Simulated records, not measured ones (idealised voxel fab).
Title: Process Module voxel ribs on slabs
Cross-sectional view cut (width: 235 nm; square cell size: 5 nm).
A cross-section in this document is a grid of square cells, and it is written down as bands, the top band listed before the ones below it; a band is made up of one or more rows of cells. This entry defines a band. It first specifies the height of the band's top and the height of its bottom in nm, and then specifies the band's materials from left to right, stating each material with its width in nm. The word "full width" identifies a single material that fills the band from edge to edge, while the word "blank" identifies empty space. Where do heights start? At 0: under that level the wafer as delivered is made of one material only. And the lowest band has no floor; it just carries on downward, as in "0 and below". The two numbers in a width such as "30->40" mark its ends across the band: the first belongs to the top row of cells, the second to the bottom row, and from each row to the next the width moves by the same amount. What does "nothing changed" mean for a step? It means no cell of the cross-section changed in that step. The label "Enclosed void list" introduces a list of the empty spaces, 8 cells or larger, that have no open way up to the top; each entry in it reads width x height at distance, where the distance is taken from the left edge and all three are stated in nm. It should be noted that, on the line of a given step, the content following the step's settings is a remark produced by the simulator itself with respect to that step. overlay nm: mask right of planned place by this much (step with mask). Neg. = left.

[Process steps (planned)]
1,RECEIVE,material Si
2,DIRECTIONAL_DEP,material SiO2,thk nm 30
3,DIRECTIONAL_DEP,material SiN,thk nm 20
4,PATTERN,tone cover,mask id RIB,material resist,width nm 20,thk nm 20,overlay nm 0
5,DIRECTIONAL_ETCH,etch materials SiN,depth nm 10
6,STRIP,etch materials resist
7,PATTERN,tone cover,mask id SLAB,material resist,width nm 50,thk nm 20,overlay nm 0
8,DIRECTIONAL_ETCH,etch materials SiN,depth nm 10
9,STRIP,etch materials resist
10,FILL_DEP,material SiO2,thk nm 15
11,CMP,height nm 60
12,DIRECTIONAL_DEP,material TiN,thk nm 10
13,DIRECTIONAL_DEP,material aC,thk nm 10
14,PATTERN,tone cover,mask id HEATER,material resist,width nm 30,thk nm 30,overlay nm 0
15,DIRECTIONAL_ETCH,etch materials aC,depth nm 10
16,STRIP,etch materials resist
17,DIRECTIONAL_ETCH,etch materials TiN,depth nm 10
18,STRIP,etch materials aC
19,CONFORMAL_DEP,material SiN,thk nm 5

[As-received state of the wafer in cross-section, equivalent to post-step 1]
    0 and below | Si full width
    Enclosed void list: none

[End state of the module in cross-section, given the above starting point and plan and one mistake in execution]
    75 down to 70 | 90 nm blank / 40 nm SiN / 105 nm blank
    70 down to 65 | 90 nm blank / 5 nm SiN / 30 nm TiN / 5 nm SiN / 105 nm blank
    65 down to 60 | 95 nm SiN / 30 nm TiN / 110 nm SiN
    60 down to 50 | SiO2 full width
    50 down to 40 | 105 nm SiO2 / 20 nm SiN / 110 nm SiO2
    40 down to 30 | 90 nm SiO2 / 50 nm SiN / 95 nm SiO2
    30 down to 0 | SiO2 full width
    0 and below | Si full width
    Enclosed void list: none
It is concluded that the wafer was processed incorrectly with respect to the plan, in that step 14 changed vs plan, executed as PATTERN,tone cover,mask id HEATER,material resist,width nm 30,thk nm 30,overlay nm -5
